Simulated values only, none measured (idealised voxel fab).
The name of this process module is voxel gate over fins.
Section cut is 300 nm wide and gridded with 5 nm square cells.
Throughout this document, each cross-section is represented as a grid of square cells and is presented as a sequence of bands enumerated from the top downward, where a band comprises one or more rows of cells. A band entry consists of two parts. The first gives the height of the band's top and the height of its bottom, in nm. The rest lists the band's materials from left to right, each with its width in nm. A single material labelled with the word "full width" fills the band from edge to edge, and the word "empty" marks empty space. The reference from which all heights are counted is 0, the level beneath which the as-received wafer is entirely one material; the lowest band, having no lower bound, proceeds downward and is written after the example "z 0 and below". The notation "30..40" denotes a width that varies across the rows of cells in the band, beginning at the first number in the top row, finishing at the second number in the bottom row, and changing by an identical amount from each row to the next. Take "nothing changed" at face value: in the step it is given for, the cross-section changed in none of its cells. The list in "Listed closed voids" covers empty spaces of 8 cells or more that cannot reach the top through any open way, and it gives each as width x height at distance; the distance is from the left edge, and width, height and distance are in nm. Whatever follows a step's settings on its line is a remark the simulator itself makes about that step. overlay nm, on a step with a mask: how far to the right of its planned place the mask lay; to the left if negative.

PROCESS STEPS FORESEEN IN THE PLAN
step 1: RECEIVE, material Si
step 2: CONFORMAL_DEP, material SiN, thk nm 5
step 3: MASKED_ETCH, tone cover, mask id FINS, width nm 15, pitch nm 45, etch materials SiN, depth nm 5, overlay nm -15
step 4: MASKED_ETCH, tone cover, mask id FINS, width nm 15, pitch nm 45, etch materials Si, depth nm 35, overlay nm 0
step 5: FILL_DEP, material SiO2, thk nm 5
step 6: CMP, height nm 5
step 7: SELECTIVE_ETCH, etch materials SiO2, depth nm 20
step 8: STRIP, etch materials SiN
step 9: CONFORMAL_DEP, material HfO2, thk nm 5
step 10: CONFORMAL_DEP, material TiN, thk nm 5
step 11: CONFORMAL_DEP, material TiAl, thk nm 5
step 12: CONFORMAL_DEP, material TiN, thk nm 5
step 13: FILL_DEP, material W, thk nm 10
step 14: CMP, height nm 25
step 15: CONFORMAL_DEP, material SiCN, thk nm 5
For clarity, it should be stated that the wafers under discussion commence in an identical condition and differ with respect to the overlay nm of step 3, the plan indicating the value that the first wafer had.

FIRST OF SEVERAL WAFERS, RECEIVED AFTER STEP 1, IN CROSS-SECTION
    z 0 and below  Si full width
    Listed closed voids: none

SO IN THIS TABLE EVERY WAFER GETS ITS OWN ROW, AND WHAT YOU SEE IS WHERE IT STANDS AT THE END OF THE MODULE: FOR EACH MATERIAL, HOW MANY CELLS IT PICKED UP (+) OR GAVE UP (-) SINCE WE RECEIVED IT, AND AFTER THAT ITS CLOSED VOIDS
overlay nm -15 | +72 HfO2 | -336 Si | +60 SiCN | +192 SiO2 | +66 TiAl | +135 TiN | +171 W | Listed closed voids: none
overlay nm -10 | +72 HfO2 | -350 Si | +60 SiCN | +200 SiO2 | +66 TiAl | +138 TiN | +174 W | Listed closed voids: none
overlay nm -5 | +72 HfO2 | -364 Si | +60 SiCN | +208 SiO2 | +69 TiAl | +138 TiN | +177 W | Listed closed voids: none
overlay nm 0 | +72 HfO2 | -378 Si | +60 SiCN | +216 SiO2 | +72 TiAl | +138 TiN | +180 W | Listed closed voids: none
overlay nm 5 | +72 HfO2 | -364 Si | +60 SiCN | +208 SiO2 | +69 TiAl | +138 TiN | +177 W | Listed closed voids: none
overlay nm 10 | +72 HfO2 | -350 Si | +60 SiCN | +200 SiO2 | +66 TiAl | +138 TiN | +174 W | Listed closed voids: none
overlay nm 15 | +72 HfO2 | -336 Si | +60 SiCN | +192 SiO2 | +66 TiAl | +135 TiN | +171 W | Listed closed voids: none
